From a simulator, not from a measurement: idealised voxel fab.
The name of this process module is voxel ribs on slabs.
The width of the displayed cross-section, cut, is 200 nm; its cells are square, with a size of 5 nm.
Cross-section format: a grid of square cells, given as bands from top to bottom; each band is one or more rows of cells.
Top, bottom (nm), then materials left to right with widths (nm); lone material tagged "everywhere" fills the whole band edge to edge; "air" = empty space.
Heights are measured from 0, the level below which the as-received wafer is all one material; the lowest band has no bottom and continues downward, written as in "z 0 and below".
Quick explanation for "30->40": the width changes in equal steps down the rows of cells, from the first number in the band's top row to the second number in its bottom row.
"no modification", as given for a step, is the statement that not any cell of the cross-section underwent a change during that step.
In "Closed empty spaces" the enclosed voids are listed, meaning empty spaces of 8 cells or larger without any opening to the top. The form is width x height at distance, distance from the left edge, units nm.
Anything after a step's settings on that line? It's the simulator's own note about the step.
You can add "overlay nm" to a step's line. For a step with a mask, it describes how far the mask lay to the right of its planned position, and a negative number describes a lay to the left.
## List of planned process steps
1. RECEIVE,material Si
2. DIRECTIONAL_DEP,material SiO2,thk nm 30
3. DIRECTIONAL_DEP,material SiN,thk nm 25
4. MASKED_ETCH,tone cover,mask id RIB,width nm 20,etch materials SiN,depth nm 5,overlay nm 0
5. PATTERN,tone cover,mask id SLAB,material resist,width nm 80,thk nm 20,overlay nm 0
6. DIRECTIONAL_ETCH,etch materials SiN,depth nm 20
7. STRIP,etch materials resist
8. FILL_DEP,material SiO2,thk nm 15
9. CMP,height nm 65
10. DIRECTIONAL_DEP,material TiN,thk nm 10
11. MASKED_ETCH,tone cover,mask id HEATER,width nm 30,etch materials TiN,depth nm 10,overlay nm 0
12. CONFORMAL_DEP,material SiN,thk nm 10
## So this is the incoming wafer in cross-section - it's already been through step 1
	z 0 and below | Si everywhere
	Closed empty spaces: none
## Look at the cross-section after the module: the wafer started out the way shown above and the plan was the one shown above, yet one mistake was made along the way
	z 85 to 75 | air: 75 / SiN: 50 / air: 75
	z 75 to 65 | SiN: 85 / TiN: 30 / SiN: 85
	z 65 to 25 | SiO2 everywhere
	z 25 to 0 | SiN everywhere
	z 0 and below | Si everywhere
	Closed empty spaces: none
What was the processing mistake? a sequencing error occurred in which plan steps 2 and 3 were transposed
